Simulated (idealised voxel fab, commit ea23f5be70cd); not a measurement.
Process module heading - voxel gate over fins
Cross-section cut spans 295 nm and uses square cells 5 nm in size.
The cross-sections in this document take the form of a grid made of square cells. They are written out as bands, in order from top to bottom. Each band consists of one or more rows of cells. First you get the band's top height and its bottom height, in nm, and then the materials it's made of, left to right, with each width in nm. If you see a single material with "throughout", that one covers the band edge to edge. "air" is empty space. Height is counted from the level 0, under which the received wafer is composed throughout of one material. The lowest of the bands is not closed at the bottom but continues downward, in the notation "0..down". A width such as "30..40" changes by the same amount from each row of cells to the next, from the band's top row to its bottom row. Given "no alteration" for a step, no cell of the cross-section differs between before and after that step. Heads up: "Enclosed void entries" only lists the empty pockets with no open path to the top that are 8 cells or more, and it writes them as width x height at distance, distance from the left edge, in nm. If you see something after the settings on a step's line, that's the simulator's own remark about that step. What "overlay nm" on a step's line means: if the step has a mask, that mask lay this far to the right of its planned place, or, when the value is negative, to the left.
Planned step list for the process:
1) RECEIVE: material Si
2) CONFORMAL_DEP: material SiN, thk nm 10
3) PATTERN: tone cover, mask id FINS, material resist, width nm 15, pitch nm 45, thk nm 15, overlay nm 0
4) DIRECTIONAL_ETCH: etch materials SiN, depth nm 10
5) DIRECTIONAL_ETCH: etch materials Si, depth nm 40
6) STRIP: etch materials resist
7) OXIDIZE: depth nm 5
8) FILL_DEP: material SiO2, thk nm 15
9) CMP: height nm 10
10) SELECTIVE_ETCH: etch materials SiO2, depth nm 25
11) STRIP: etch materials SiN
12) CONFORMAL_DEP: material HfO2, thk nm 5
13) CONFORMAL_DEP: material TiN, thk nm 5
14) CONFORMAL_DEP: material TiAl, thk nm 5
15) CONFORMAL_DEP: material TiN, thk nm 5
16) FILL_DEP: material W, thk nm 15
17) CMP: height nm 30
18) CONFORMAL_DEP: material SiCN, thk nm 5
Cross-section: wafer on arrival = after step 1:
	0..down: Si throughout
	Enclosed void entries: none
Cross-section: first of two wafers, module finished, run according to plan:
	35..30: SiCN throughout
	30..20: W throughout
	20..15: W: 55 | TiN: 180 | W: 60
	15..10: W: 55 | TiN: 5 | TiAl: 35 | TiN: 10 | TiAl: 35 | TiN: 10 | TiAl: 35 | TiN: 10 | TiAl: 35 | TiN: 5 | W: 60
	10..5: W: 55 | TiN: 5 | TiAl: 5 | TiN: 25 | TiAl: 5 | TiN: 10 | TiAl: 5 | TiN: 25 | TiAl: 5 | TiN: 10 | TiAl: 5 | TiN: 25 | TiAl: 5 | TiN: 10 | TiAl: 5 | TiN: 25 | TiAl: 5 | TiN: 5 | W: 60
	5..0: TiN: 60 | TiAl: 5 | TiN: 5 | HfO2: 15 | TiN: 5 | TiAl: 5 | TiN: 10 | TiAl: 5 | TiN: 5 | HfO2: 15 | TiN: 5 | TiAl: 5 | TiN: 10 | TiAl: 5 | TiN: 5 | HfO2: 15 | TiN: 5 | TiAl: 5 | TiN: 10 | TiAl: 5 | TiN: 5 | HfO2: 15 | TiN: 5 | TiAl: 5 | TiN: 65
	0..-5: TiAl: 65 | TiN: 5 | HfO2: 5 | Si: 5 | HfO2: 5 | TiN: 5 | TiAl: 20 | TiN: 5 | HfO2: 5 | Si: 5 | HfO2: 5 | TiN: 5 | TiAl: 20 | TiN: 5 | HfO2: 5 | Si: 5 | HfO2: 5 | TiN: 5 | TiAl: 20 | TiN: 5 | HfO2: 5 | Si: 5 | HfO2: 5 | TiN: 5 | TiAl: 70
	-5..-10: TiN: 70 | HfO2: 5 | Si: 5 | HfO2: 5 | TiN: 30 | HfO2: 5 | Si: 5 | HfO2: 5 | TiN: 30 | HfO2: 5 | Si: 5 | HfO2: 5 | TiN: 30 | HfO2: 5 | Si: 5 | HfO2: 5 | TiN: 75
	-10..-15: HfO2: 75 | Si: 5 | HfO2: 40 | Si: 5 | HfO2: 40 | Si: 5 | HfO2: 40 | Si: 5 | HfO2: 80
	-15..-45: SiO2: 75 | Si: 5 | SiO2: 40 | Si: 5 | SiO2: 40 | Si: 5 | SiO2: 40 | Si: 5 | SiO2: 80
	-45..down: Si throughout
	Enclosed void entries: none
Same start, same plan as the first wafer - but one mistake in the run. Cross-section of the second of the two at the end of the module:
	35..30: SiCN throughout
	30..20: W throughout
	20..15: W: 55 | TiN: 180 | W: 60
	15..10: W: 55 | TiN: 5 | TiAl: 35 | TiN: 10 | TiAl: 35 | TiN: 10 | TiAl: 35 | TiN: 10 | TiAl: 35 | TiN: 5 | W: 60
	10..5: W: 55 | TiN: 5 | TiAl: 5 | TiN: 25 | TiAl: 5 | TiN: 10 | TiAl: 5 | TiN: 25 | TiAl: 5 | TiN: 10 | TiAl: 5 | TiN: 25 | TiAl: 5 | TiN: 10 | TiAl: 5 | TiN: 25 | TiAl: 5 | TiN: 5 | W: 60
	5..0: TiN: 60 | TiAl: 5 | TiN: 5 | HfO2: 15 | TiN: 5 | TiAl: 5 | TiN: 10 | TiAl: 5 | TiN: 5 | HfO2: 15 | TiN: 5 | TiAl: 5 | TiN: 10 | TiAl: 5 | TiN: 5 | HfO2: 15 | TiN: 5 | TiAl: 5 | TiN: 10 | TiAl: 5 | TiN: 5 | HfO2: 15 | TiN: 5 | TiAl: 5 | TiN: 65
	0..-5: TiAl: 65 | TiN: 5 | HfO2: 5 | Si: 5 | HfO2: 5 | TiN: 5 | TiAl: 20 | TiN: 5 | HfO2: 5 | Si: 5 | HfO2: 5 | TiN: 5 | TiAl: 20 | TiN: 5 | HfO2: 5 | Si: 5 | HfO2: 5 | TiN: 5 | TiAl: 20 | TiN: 5 | HfO2: 5 | Si: 5 | HfO2: 5 | TiN: 5 | TiAl: 70
	-5..-10: TiN: 70 | HfO2: 5 | Si: 5 | HfO2: 5 | TiN: 30 | HfO2: 5 | Si: 5 | HfO2: 5 | TiN: 30 | HfO2: 5 | Si: 5 | HfO2: 5 | TiN: 30 | HfO2: 5 | Si: 5 | HfO2: 5 | TiN: 75
	-10..-15: HfO2: 75 | Si: 5 | HfO2: 40 | Si: 5 | HfO2: 40 | Si: 5 | HfO2: 40 | Si: 5 | HfO2: 80
	-15..-50: SiO2: 75 | Si: 5 | SiO2: 40 | Si: 5 | SiO2: 40 | Si: 5 | SiO2: 40 | Si: 5 | SiO2: 80
	-50..down: Si throughout
	Enclosed void entries: none
What went wrong in running the wafer? in deviation from the planned setting, step 5 was conducted as DIRECTIONAL_ETCH: etch materials Si, depth nm 45
End of process, cell counts, second wafer against first, materials with more or fewer: Si: 55 fewer, SiO2: 55 more
